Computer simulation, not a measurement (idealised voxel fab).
process module | voxel ribs on slabs
cross-section cut | 165 nm wide | cells 5 nm
A cross-section is a grid of square cells, given in bands from the top down. A band is one or more rows of cells.
Each band's line starts with the height of the band's top and of its bottom, in nm. Then come its materials from left to right, each with its width in nm. One material with "throughout" fills the band from edge to edge. "air" is empty space.
Height 0 is the level under which the wafer as received is all one material. The lowest band goes on downwards, as in "0 down".
A width such as "30 to 40" changes by the same amount from each row of cells to the next, from the band's top row to its bottom row.
"no change" after a step means that no cell of the cross-section changed.
closed voids: empty space of 8 cells or more with no open way to the top, each as width x height at its distance from the left edge, in nm
after a step's settings: what the simulator itself notes on the step
overlay nm, on a step with a mask: how far to the right of its planned place the mask lay; to the left if negative
plan
1 op RECEIVE | material Si
2 op DIRECTIONAL_DEP | material SiO2 | thk nm 25
3 op DIRECTIONAL_DEP | material SiN | thk nm 15
4 op MASKED_ETCH | tone cover | mask id RIB | width nm 25 | etch materials SiN | depth nm 5 | overlay nm 0
5 op PATTERN | tone cover | mask id SLAB | material resist | width nm 55 | thk nm 20 | overlay nm 0
6 op DIRECTIONAL_ETCH | etch materials SiN | depth nm 10
7 op STRIP | etch materials resist
8 op FILL_DEP | material SiO2 | thk nm 15
9 op CMP | height nm 50
10 op DIRECTIONAL_DEP | material TiN | thk nm 5
11 op PATTERN | tone cover | mask id HEATER | material resist | width nm 35 | thk nm 20 | overlay nm 0
12 op DIRECTIONAL_ETCH | etch materials TiN | depth nm 5
13 op STRIP | etch materials resist
14 op CONFORMAL_DEP | material SiN | thk nm 10
first wafer, as planned
as received, after step 1
  0 down: Si throughout
  closed voids: none
after step 2
  25 to 0: SiO2 throughout
  below 0: unchanged
after step 3
  40 to 25: SiN throughout
  below 25: unchanged
after step 4
  40 to 35: air 70 | SiN 25 | air 70
  below 35: unchanged
after step 5
  60 to 40: air 55 | resist 55 | air 55
  40 to 35: air 55 | resist 15 | SiN 25 | resist 15 | air 55
  below 35: unchanged
after step 6
  60 to 40: air 55 | resist 55 | air 55
  40 to 35: air 55 | resist 15 | SiN 25 | resist 15 | air 55
  35 to 25: air 55 | SiN 55 | air 55
  below 25: unchanged
after step 7
  40 to 35: air 70 | SiN 25 | air 70
  below 35: unchanged
after step 8
  55 to 40: SiO2 throughout
  40 to 35: SiO2 70 | SiN 25 | SiO2 70
  35 to 25: SiO2 55 | SiN 55 | SiO2 55
  below 25: unchanged
after step 9
  50 to 40: SiO2 throughout
  below 40: unchanged
after step 10
  55 to 50: TiN throughout
  below 50: unchanged
after step 11
  75 to 55: air 65 | resist 35 | air 65
  below 55: unchanged
after step 12
  75 to 55: air 65 | resist 35 | air 65
  55 to 50: air 65 | TiN 35 | air 65
  below 50: unchanged
after step 13
  55 to 50: air 65 | TiN 35 | air 65
  below 50: unchanged
after step 14
  65 to 60: air 55 | SiN 55 | air 55
  60 to 55: SiN throughout
  55 to 50: SiN 65 | TiN 35 | SiN 65
  below 50: unchanged
second wafer: like start, like plan, one mistake. Through step 13 it matches the first wafer
when step 14 should have ended: no change
what went wrong: step 14 was left out
at the end the second wafer has, in cells: 70 fewer of SiN
